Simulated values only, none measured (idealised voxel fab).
The name of this process module is voxel wiring stack.
Cross-section cut spans 195 nm and uses square cells 5 nm in size.
The cross-sections in this document take the form of a grid made of square cells. They are written out as bands, in order from top to bottom. Each band consists of one or more rows of cells.
This entry defines a band. It first specifies the height of the band's top and the height of its bottom in nm, and then specifies the band's materials from left to right, stating each material with its width in nm. The word "full width" identifies a single material that fills the band from edge to edge, while the word "blank" identifies empty space.
Height is counted from the level 0, under which the received wafer is composed throughout of one material. The lowest of the bands is not closed at the bottom but continues downward, in the notation "from 0 down".
A width given as "30..40" starts at the first number in the band's top row and ends at the second number in its bottom row, shifting by an equal amount at every step from row to row.
"no change" -> step changed no cross-section cell.
For the entry "Fully sealed voids", the listed items are empty spaces with no open way to the top whose size is 8 cells or more; each item follows the pattern width x height at distance, where distance is from the left edge and all three are in nm.
On a step's line, text after the settings is the simulator commenting on that step.
Steps that use a mask can have "overlay nm" on their line. It says how far the mask sat to the right of where it was meant to be. Negative means to the left.
**Process steps foreseen in the plan**
1 RECEIVE with material Si
2 CONFORMAL_DEP with material SiO2, thk nm 10
3 DIRECTIONAL_DEP with material TiN, thk nm 5
4 DIRECTIONAL_DEP with material Ru, thk nm 20
5 PATTERN with tone cover, mask id METAL_1, material resist, width nm 30, pitch nm 45, thk nm 15, overlay nm 0
6 DIRECTIONAL_ETCH with etch materials Ru, depth nm 20
7 DIRECTIONAL_ETCH with etch materials TiN, depth nm 5
8 STRIP with etch materials resist
9 FILL_DEP with material lowk, thk nm 10
10 CMP with height nm 35
11 CONFORMAL_DEP with material SiCN, thk nm 5
12 DIRECTIONAL_DEP with material lowk, thk nm 20
13 DIRECTIONAL_DEP with material aC, thk nm 15
14 PATTERN with tone open, mask id PLUG_1, material resist, width nm 15, pitch nm 45, thk nm 35, overlay nm 0
15 DIRECTIONAL_ETCH with etch materials aC, depth nm 15
16 STRIP with etch materials resist
17 DIRECTIONAL_ETCH with etch materials lowk, depth nm 20
18 DIRECTIONAL_ETCH with etch materials SiCN, depth nm 5
19 STRIP with etch materials aC
20 CONFORMAL_DEP with material TiN, thk nm 5
21 FILL_DEP with material Ru, thk nm 10
22 CMP with height nm 60
23 DIRECTIONAL_DEP with material TiN, thk nm 5
24 DIRECTIONAL_DEP with material W, thk nm 15
25 PATTERN with tone cover, mask id METAL_2, material resist, width nm 30, pitch nm 45, thk nm 15, overlay nm 0
26 DIRECTIONAL_ETCH with etch materials W, depth nm 15
27 DIRECTIONAL_ETCH with etch materials TiN, depth nm 5
28 STRIP with etch materials resist
29 FILL_DEP with material lowk, thk nm 10
30 CMP with height nm 80
31 CONFORMAL_DEP with material SiCN, thk nm 5
32 DIRECTIONAL_DEP with material SiO2, thk nm 35
33 DIRECTIONAL_DEP with material aC, thk nm 10
34 PATTERN with tone open, mask id METAL_3, material resist, width nm 30, pitch nm 45, thk nm 30, overlay nm 0
35 DIRECTIONAL_ETCH with etch materials aC, depth nm 10
36 STRIP with etch materials resist
37 DIRECTIONAL_ETCH with etch materials SiO2, depth nm 20
38 STRIP with etch materials aC
39 DIRECTIONAL_DEP with material aC, thk nm 15
40 PATTERN with tone open, mask id METAL_3_HOLES, material resist, width nm 15, pitch nm 90, thk nm 30, overlay nm 0
41 DIRECTIONAL_ETCH with etch materials aC, depth nm 15
42 STRIP with etch materials resist
43 DIRECTIONAL_ETCH with etch materials SiO2, depth nm 15
44 DIRECTIONAL_ETCH with etch materials SiCN, depth nm 5
45 STRIP with etch materials aC
46 CONFORMAL_DEP with material TiN, thk nm 5
47 FILL_DEP with material Ru, thk nm 5
48 CMP with height nm 120
49 CONFORMAL_DEP with material SiCN, thk nm 5
**Cross-section of the incoming wafer, state after step 1**
- from 0 down | Si full width
- Fully sealed voids: none
**Looking at the first of two wafers in cross-section at end of module - ran to plan**
- from 125 to 120 | SiCN full width
- from 120 to 105 | SiO2: 15 / TiN: 5 / Ru: 20 / TiN: 5 / SiO2: 15 / TiN: 5 / Ru: 20 / TiN: 5 / SiO2: 15 / TiN: 5 / Ru: 20 / TiN: 5 / SiO2: 15 / TiN: 5 / Ru: 20 / TiN: 5 / SiO2: 15
- from 105 to 100 | SiO2: 15 / TiN: 5 / Ru: 5 / TiN: 20 / SiO2: 15 / TiN: 30 / SiO2: 15 / TiN: 5 / Ru: 5 / TiN: 20 / SiO2: 15 / TiN: 30 / SiO2: 15
- from 100 to 85 | SiO2: 15 / TiN: 5 / Ru: 5 / TiN: 5 / SiO2: 75 / TiN: 5 / Ru: 5 / TiN: 5 / SiO2: 75
- from 85 to 80 | SiCN: 15 / TiN: 15 / SiCN: 75 / TiN: 15 / SiCN: 75
- from 80 to 65 | lowk: 15 / W: 30 / lowk: 15 / W: 30 / lowk: 15 / W: 30 / lowk: 15 / W: 30 / lowk: 15
- from 65 to 60 | lowk: 15 / TiN: 30 / lowk: 15 / TiN: 30 / lowk: 15 / TiN: 30 / lowk: 15 / TiN: 30 / lowk: 15
- from 60 to 40 | lowk: 15 / TiN: 5 / Ru: 5 / TiN: 5 / lowk: 30 / TiN: 5 / Ru: 5 / TiN: 5 / lowk: 30 / TiN: 5 / Ru: 5 / TiN: 5 / lowk: 30 / TiN: 5 / Ru: 5 / TiN: 5 / lowk: 30
- from 40 to 35 | SiCN: 15 / TiN: 15 / SiCN: 30 / TiN: 15 / SiCN: 30 / TiN: 15 / SiCN: 30 / TiN: 15 / SiCN: 30
- from 35 to 15 | lowk: 15 / Ru: 30 / lowk: 15 / Ru: 30 / lowk: 15 / Ru: 30 / lowk: 15 / Ru: 30 / lowk: 15
- from 15 to 10 | lowk: 15 / TiN: 30 / lowk: 15 / TiN: 30 / lowk: 15 / TiN: 30 / lowk: 15 / TiN: 30 / lowk: 15
- from 10 to 0 | SiO2 full width
- from 0 down | Si full width
- Fully sealed voids: none
**Cross-sectional view of the second of two wafers upon completion of the module. This wafer shared its starting condition and process plan with the first; one error was made during its execution**
- from 125 to 120 | SiCN full width
- from 120 to 90 | SiO2: 15 / TiN: 5 / Ru: 20 / TiN: 5 / SiO2: 15 / TiN: 5 / Ru: 20 / TiN: 5 / SiO2: 15 / TiN: 5 / Ru: 20 / TiN: 5 / SiO2: 15 / TiN: 5 / Ru: 20 / TiN: 5 / SiO2: 15
- from 90 to 85 | SiO2: 15 / TiN: 5 / Ru: 5 / TiN: 20 / SiO2: 15 / TiN: 30 / SiO2: 15 / TiN: 5 / Ru: 5 / TiN: 20 / SiO2: 15 / TiN: 30 / SiO2: 15
- from 85 to 80 | SiCN: 15 / TiN: 15 / SiCN: 75 / TiN: 15 / SiCN: 75
- from 80 to 65 | lowk: 15 / W: 30 / lowk: 15 / W: 30 / lowk: 15 / W: 30 / lowk: 15 / W: 30 / lowk: 15
- from 65 to 60 | lowk: 15 / TiN: 30 / lowk: 15 / TiN: 30 / lowk: 15 / TiN: 30 / lowk: 15 / TiN: 30 / lowk: 15
- from 60 to 40 | lowk: 15 / TiN: 5 / Ru: 5 / TiN: 5 / lowk: 30 / TiN: 5 / Ru: 5 / TiN: 5 / lowk: 30 / TiN: 5 / Ru: 5 / TiN: 5 / lowk: 30 / TiN: 5 / Ru: 5 / TiN: 5 / lowk: 30
- from 40 to 35 | SiCN: 15 / TiN: 15 / SiCN: 30 / TiN: 15 / SiCN: 30 / TiN: 15 / SiCN: 30 / TiN: 15 / SiCN: 30
- from 35 to 15 | lowk: 15 / Ru: 30 / lowk: 15 / Ru: 30 / lowk: 15 / Ru: 30 / lowk: 15 / Ru: 30 / lowk: 15
- from 15 to 10 | lowk: 15 / TiN: 30 / lowk: 15 / TiN: 30 / lowk: 15 / TiN: 30 / lowk: 15 / TiN: 30 / lowk: 15
- from 10 to 0 | SiO2 full width
- from 0 down | Si full width
- Fully sealed voids: none
Deviation noted in wafer processing: step 37 of the plan saw execution twice
Upon completion, the second wafer contains, in terms of cells, a greater or smaller amount of certain materials than the first wafer: 42 more of Ru | 54 fewer of SiO2 | 12 more of TiN
